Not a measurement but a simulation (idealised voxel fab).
The process module presented herein is designated voxel plated lines.
Cross-section cut: width 230 nm, square cells of 5 nm.
Cross-section format: a grid of square cells, given as bands from top to bottom; each band is one or more rows of cells. Within each band entry, the heights of the top and of the bottom of the band appear first, in that order and in nm; the materials of the band then follow from left to right, each with its corresponding width in nm. The designation "full width" on a single material indicates that it fills the band from edge to edge; the designation "air" indicates empty space. Below 0: as-received wafer, all one material; heights counted from there. Lowest band: no bottom, goes on down, written "0 down". Quick explanation for "30..40": the width changes in equal steps down the rows of cells, from the first number in the band's top row to the second number in its bottom row. Reading "stayed the same" for a step: not a cell of the cross-section changed in it. "Sealed-off cavities" means: voids of 8 cells or more that are shut off from the top with no open way through. Written width x height at distance, distance from the left edge, in nm. Heads up: the bit after the settings on a step's line is the simulator's remark on that step. You can add "overlay nm" to a step's line. For a step with a mask, it describes how far the mask lay to the right of its planned position, and a negative number describes a lay to the left.

LIST OF PLANNED PROCESS STEPS
1) op RECEIVE | material Si
2) op CONFORMAL_DEP | material Al2O3 | thk nm 5
3) op DIRECTIONAL_DEP | material TiN | thk nm 5
4) op PATTERN | tone open | mask id LINES | material resist | width nm 20 | pitch nm 45 | thk nm 35 | overlay nm 0
5) op EPI | material Ru | thk nm 10
6) op EPI | material Ru | thk nm 5
7) op EPI | material Ru | thk nm 5
8) op STRIP | etch materials resist
9) op DIRECTIONAL_ETCH | etch materials TiN | depth nm 5
10) op CONFORMAL_DEP | material SiO2 | thk nm 5
What sets these wafers apart? The thk nm at step 10. They all start alike, and the plan carries the first wafer's value.

SECTIONAL VIEW: FIRST OF SEVERAL WAFERS, AS RECEIVED, AFTER STEP 1
    0 down: Si full width
    Sealed-off cavities: none

FIRST WAFER AT THE END, AFTER STEP 10
    35 to 30: air (30) | SiO2 (30) | air (15) | SiO2 (30) | air (15) | SiO2 (30) | air (15) | SiO2 (30) | air (35)
    30 to 10: air (30) | SiO2 (5) | Ru (20) | SiO2 (5) | air (15) | SiO2 (5) | Ru (20) | SiO2 (5) | air (15) | SiO2 (5) | Ru (20) | SiO2 (5) | air (15) | SiO2 (5) | Ru (20) | SiO2 (5) | air (35)
    10 to 5: SiO2 (35) | TiN (20) | SiO2 (25) | TiN (20) | SiO2 (25) | TiN (20) | SiO2 (25) | TiN (20) | SiO2 (40)
    5 to 0: Al2O3 full width
    0 down: Si full width
    Sealed-off cavities: none

LAST-WAFER CROSS-SECTION AT THE END OF THE MODULE
    50 to 30: air (15) | SiO2 (195) | air (20)
    30 to 25: air (15) | SiO2 (20) | Ru (20) | SiO2 (25) | Ru (20) | SiO2 (25) | Ru (20) | SiO2 (25) | Ru (20) | SiO2 (20) | air (20)
    25 to 10: SiO2 (35) | Ru (20) | SiO2 (25) | Ru (20) | SiO2 (25) | Ru (20) | SiO2 (25) | Ru (20) | SiO2 (40)
    10 to 5: SiO2 (35) | TiN (20) | SiO2 (25) | TiN (20) | SiO2 (25) | TiN (20) | SiO2 (25) | TiN (20) | SiO2 (40)
    5 to 0: Al2O3 full width
    0 down: Si full width
    Sealed-off cavities: none

QUICK KEY FOR THE TABLE: A ROW PER WAFER, TAKEN AT THE END OF THE MODULE. FOR EACH MATERIAL IT TELLS YOU HOW MANY CELLS THE WAFER GAINED (+) OR LOST (-) SINCE IT CAME IN, AND THE CLOSED VOIDS COME AFTER
thk nm 5, +46 Al2O3, +64 Ru, +86 SiO2, +16 TiN, Sealed-off cavities: none
thk nm 10, +46 Al2O3, +64 Ru, +172 SiO2, +16 TiN, Sealed-off cavities: none
thk nm 15, +46 Al2O3, +64 Ru, +243 SiO2, +16 TiN, Sealed-off cavities: none
thk nm 20, +46 Al2O3, +64 Ru, +299 SiO2, +16 TiN, Sealed-off cavities: none
